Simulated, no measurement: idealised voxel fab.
Process module in this document: voxel transistor to metal
FYI the section here is cut, 190 nm wide, cells are 5 nm squares.
A cross-section is written here as square cells arranged in a grid, and it is given in bands from the top down, each band taking up one or more rows of cells. Band: top and bottom heights (nm) first, top before bottom; then materials from left to right, widths in nm. "throughout" marks a sole material filling the band edge to edge. "blank" denotes empty space. Zero point of the height axis is 0; under it, received wafer = one material. Lowest band: continues down indefinitely, "0 and below". A two-number width, for instance "30 to 40", indicates that the width is equal to the first number in the top row of the band and to the second number in the bottom row, and that it changes by a constant amount per row of cells. "same as before", as given for a step, is the statement that not any cell of the cross-section underwent a change during that step. The entry titled "Enclosed void list" provides the empty spaces that have no open way to the top, restricted to those of 8 cells or more. Each is presented as width x height at distance, the distance being measured from the left edge, with all three in nm. Post-settings text on a step line: simulator's own remark regarding the step. overlay nm: for a step with a mask, the amount by which the mask lay right of where it was planned; a negative amount means left of it.
INTENDED PROCESS STEPS
1) RECEIVE,material Si
2) OXIDIZE,depth nm 5
3) CONFORMAL_DEP,material SiN,thk nm 15
4) PATTERN,tone cover,mask id ACTIVE,material resist,width nm 105,thk nm 20,overlay nm 0
5) DIRECTIONAL_ETCH,etch materials SiN,depth nm 15
6) DIRECTIONAL_ETCH,etch materials SiO2,depth nm 5
7) DIRECTIONAL_ETCH,etch materials Si,depth nm 30
8) STRIP,etch materials resist
9) FILL_DEP,material SiO2,thk nm 10
10) CMP,height nm 15
11) SELECTIVE_ETCH,etch materials SiO2,depth nm 5
12) STRIP,etch materials SiN
13) SELECTIVE_ETCH,etch materials SiO2,depth nm 5
14) OXIDIZE,depth nm 5
15) DIRECTIONAL_DEP,material polySi,thk nm 30
16) DIRECTIONAL_DEP,material SiCN,thk nm 15
17) DIRECTIONAL_DEP,material aC,thk nm 10
18) PATTERN,tone cover,mask id GATE,material resist,width nm 35,thk nm 25,overlay nm 0
19) DIRECTIONAL_ETCH,etch materials aC,depth nm 10
20) STRIP,etch materials resist
21) DIRECTIONAL_ETCH,etch materials SiCN,depth nm 25
22) DIRECTIONAL_ETCH,etch materials polySi,depth nm 40
23) STRIP,etch materials aC
24) CONFORMAL_DEP,material SiO2,thk nm 5
25) DIRECTIONAL_ETCH,etch materials SiO2,depth nm 5
26) CONFORMAL_DEP,material SiN,thk nm 10
27) DIRECTIONAL_ETCH,etch materials SiN,depth nm 10
28) DIRECTIONAL_ETCH,etch materials SiO2,depth nm 5
29) DIRECTIONAL_ETCH,etch materials Si,depth nm 10
30) EPI,material pSi,thk nm 15
31) FILL_DEP,material SiO2,thk nm 10
32) CMP,height nm 25
33) STRIP,etch materials polySi
34) SELECTIVE_ETCH,etch materials SiO2,depth nm 5
35) CONFORMAL_DEP,material HfO2,thk nm 5
36) CONFORMAL_DEP,material TiN,thk nm 5
37) FILL_DEP,material W,thk nm 10
38) CMP,height nm 20
39) DIRECTIONAL_DEP,material SiO2,thk nm 10
40) MASKED_ETCH,tone open,mask id CONTACT,width nm 15,pitch nm 80,etch materials SiO2,depth nm 25,overlay nm 0
41) CONFORMAL_DEP,material TiN,thk nm 5
42) FILL_DEP,material Ru,thk nm 5
43) CMP,height nm 30
44) DIRECTIONAL_DEP,material TiN,thk nm 5
45) DIRECTIONAL_DEP,material W,thk nm 15
46) DIRECTIONAL_DEP,material aC,thk nm 10
47) PATTERN,tone cover,mask id METAL_1,material resist,width nm 15,pitch nm 80,thk nm 25,overlay nm 0
48) DIRECTIONAL_ETCH,etch materials aC,depth nm 10
49) STRIP,etch materials resist
50) DIRECTIONAL_ETCH,etch materials W,depth nm 15
51) DIRECTIONAL_ETCH,etch materials TiN,depth nm 5
52) STRIP,etch materials aC
53) FILL_DEP,material lowk,thk nm 5
54) CMP,height nm 50
55) CONFORMAL_DEP,material SiCN,thk nm 5
For clarity, it should be stated that the wafers under discussion commence in an identical condition and differ with respect to the width nm of step 40, the plan indicating the value that the first wafer had.
HERE'S THE FIRST OF THE WAFERS IN CROSS-SECTION, JUST AS WE GOT IT, I.E. AFTER STEP 1
> 0 and below  Si throughout
> Enclosed void list: none
PER WAFER (ROW), END OF MODULE: DELTA IN CELLS PER MATERIAL SINCE RECEIPT, (+) FOR GAINED, (-) FOR LOST; CLOSED VOIDS AFTER THAT
width nm 15; +19 HfO2; +8 Ru; -169 Si; +38 SiCN; +28 SiN; +265 SiO2; +43 TiN; +38 W; +128 lowk; +20 pSi; Enclosed void list: none
width nm 20; +19 HfO2; +13 Ru; -169 Si; +38 SiCN; +28 SiN; +258 SiO2; +45 TiN; +38 W; +128 lowk; +20 pSi; Enclosed void list: none
width nm 25; +19 HfO2; +18 Ru; -169 Si; +38 SiCN; +28 SiN; +251 SiO2; +47 TiN; +38 W; +128 lowk; +20 pSi; Enclosed void list: none
width nm 30; +19 HfO2; +23 Ru; -169 Si; +38 SiCN; +28 SiN; +244 SiO2; +49 TiN; +38 W; +128 lowk; +20 pSi; Enclosed void list: none
